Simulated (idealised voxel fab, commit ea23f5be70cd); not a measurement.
Process module under the name voxel wiring stack
Pictured: cross-section cut, 255 nm wide, on a grid of 5 nm square cells.
How to read a cross-section here: the picture is a grid of square cells, written as bands going from the top down, and any band can span one or more rows of cells. First you get the band's top height and its bottom height, in nm, and then the materials it's made of, left to right, with each width in nm. If you see a single material with "everywhere", that one covers the band edge to edge. "blank" is empty space. Heights are expressed relative to 0, this being the level below which the as-received wafer comprises one material exclusively. The lowest band is unbounded in the downward direction and is denoted as in "z 0 and below". The expression "30 to 40" gives the width at the extremes of the band, the first number at its top row of cells and the second at its bottom row, with the width changing by equal amounts from each row to the next in between. Take "remained the same" at face value: in the step it is given for, the cross-section changed in none of its cells. "Enclosed void list": empty spaces of 8 cells or more with no open way to the top, each given as width x height at distance, distance from the left edge, all in nm. The remark found on a step's line after its settings is issued by the simulator itself and pertains to that step. "overlay nm" denotes, for a step that has a mask, the displacement of the mask to the right of its planned place, with negative values corresponding to the left.
[plan]
1: op RECEIVE | material Si
2: op CONFORMAL_DEP | material SiO2 | thk nm 10
3: op CONFORMAL_DEP | material SiCN | thk nm 5
4: op DIRECTIONAL_DEP | material SiO2 | thk nm 15
5: op MASKED_ETCH | tone open | mask id METAL_1 | width nm 20 | pitch nm 50 | etch materials SiO2 | depth nm 15 | overlay nm 0
6: op MASKED_ETCH | tone open | mask id METAL_1 | width nm 20 | pitch nm 50 | etch materials SiCN | depth nm 5 | overlay nm 0
7: op CONFORMAL_DEP | material TiN | thk nm 5
8: op FILL_DEP | material Cu | thk nm 10
9: op CMP | height nm 30
10: op CONFORMAL_DEP | material SiCN | thk nm 5
11: op DIRECTIONAL_DEP | material SiO2 | thk nm 15
12: op MASKED_ETCH | tone open | mask id PLUG_1 | width nm 15 | pitch nm 100 | etch materials SiO2 | depth nm 15 | overlay nm 0
13: op MASKED_ETCH | tone open | mask id PLUG_1 | width nm 15 | pitch nm 100 | etch materials SiCN | depth nm 5 | overlay nm 0
14: op EPI | material Ru | thk nm 10
15: op EPI | material Ru | thk nm 10
16: op DIRECTIONAL_DEP | material TiN | thk nm 5
17: op DIRECTIONAL_DEP | material Ru | thk nm 20
18: op MASKED_ETCH | tone cover | mask id METAL_2 | width nm 20 | pitch nm 50 | etch materials Ru | depth nm 20 | overlay nm 0
19: op MASKED_ETCH | tone cover | mask id METAL_2 | width nm 20 | pitch nm 50 | etch materials TiN | depth nm 5 | overlay nm 0
20: op FILL_DEP | material lowk | thk nm 5
21: op CMP | height nm 75
22: op CONFORMAL_DEP | material SiCN | thk nm 5
Be aware that, although all wafers share a common starting state, the thk nm at step 16 differs among them, and the plan displays the first wafer's value.
[Cross-section, first of several wafers, as delivered after step 1]
	z 0 and below | Si everywhere
	Enclosed void list: none
[What follows is a table in which each wafer occupies a row; for the wafer as it stands at the close of the module, the row states, material by material, how many cells have been gained (+) or lost (-) since receipt, and then gives its closed voids]
thk nm 5; +24 Cu; +88 Ru; +131 SiCN; +342 SiO2; +56 TiN; +175 lowk; Enclosed void list: none
thk nm 10; +24 Cu; +72 Ru; +131 SiCN; +342 SiO2; +107 TiN; +140 lowk; Enclosed void list: none
thk nm 15; +24 Cu; +56 Ru; +131 SiCN; +342 SiO2; +158 TiN; +105 lowk; Enclosed void list: none
thk nm 20; +24 Cu; +40 Ru; +131 SiCN; +342 SiO2; +209 TiN; +70 lowk; Enclosed void list: none
